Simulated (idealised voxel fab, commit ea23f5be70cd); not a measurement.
The following process module bears the name voxel ribs on slabs.
Cross-sectional view cut (width: 155 nm; square cell size: 5 nm).
A cross-section in this document is a grid of square cells, and it is written down as bands, the top band listed before the ones below it; a band is made up of one or more rows of cells.
Basically the band line says how high the top is and how high the bottom is, in nm, and then what's in it from left to right, every material with its width in nm. Empty space shows up as "air", and if a single material carries "all across" it runs the full band edge to edge.
A quick word on heights: they are counted from 0, and under that level the wafer as it came to us is one material throughout. The lowest band is different from the rest in having no bottom; it simply continues downward, written as in "0 nm and below".
The two numbers in a width such as "30 to 40" mark its ends across the band: the first belongs to the top row of cells, the second to the bottom row, and from each row to the next the width moves by the same amount.
Where a step carries "identical to before", the cross-section came out of it unchanged, cell for cell.
You'll see "Entrapped void list" listing empty spaces that have no way open to the top, as long as they're 8 cells or more; the notation is width x height at distance, where the distance is from the left edge, and all of it is in nm.
Where a step's line continues beyond its settings, the continuation is a remark by the simulator itself on that step.
The "overlay nm" setting may appear on a step's line; for a step that uses a mask, it gives how far to the right of its planned position the mask lay, and a negative value indicates the left.

# The steps planned for the process are as follows
1. RECEIVE, material Si
2. DIRECTIONAL_DEP, material SiO2, thk nm 25
3. DIRECTIONAL_DEP, material SiN, thk nm 20
4. PATTERN, tone cover, mask id RIB, material resist, width nm 20, thk nm 20, overlay nm 0
5. DIRECTIONAL_ETCH, etch materials SiN, depth nm 10
6. STRIP, etch materials resist
7. MASKED_ETCH, tone cover, mask id SLAB, width nm 60, etch materials SiN, depth nm 10, overlay nm 0
8. FILL_DEP, material SiO2, thk nm 25
9. CMP, height nm 60
10. DIRECTIONAL_DEP, material TiN, thk nm 5
11. MASKED_ETCH, tone cover, mask id HEATER, width nm 30, etch materials TiN, depth nm 5, overlay nm 0
12. CONFORMAL_DEP, material SiO2, thk nm 5

# Shown in cross-section is the wafer as received, that is, as it stands after step 1
	0 nm and below  Si all across
	Entrapped void list: none

# What the wafer looks like in cross-section after this module, when it starts as shown above and follows the plan above but one mistake is made in running it
	70 nm to 65 nm  air 50 nm, SiO2 50 nm, air 55 nm
	65 nm to 60 nm  SiO2 55 nm, TiN 40 nm, SiO2 60 nm
	60 nm to 45 nm  SiO2 all across
	45 nm to 35 nm  SiO2 65 nm, SiN 20 nm, SiO2 70 nm
	35 nm to 25 nm  SiO2 45 nm, SiN 60 nm, SiO2 50 nm
	25 nm to 0 nm  SiO2 all across
	0 nm and below  Si all across
	Entrapped void list: none
Finding, execution versus plan: step 11 ran with different settings than intended, the actual operation and settings being MASKED_ETCH, tone cover, mask id HEATER, width nm 40, etch materials TiN, depth nm 5, overlay nm 0
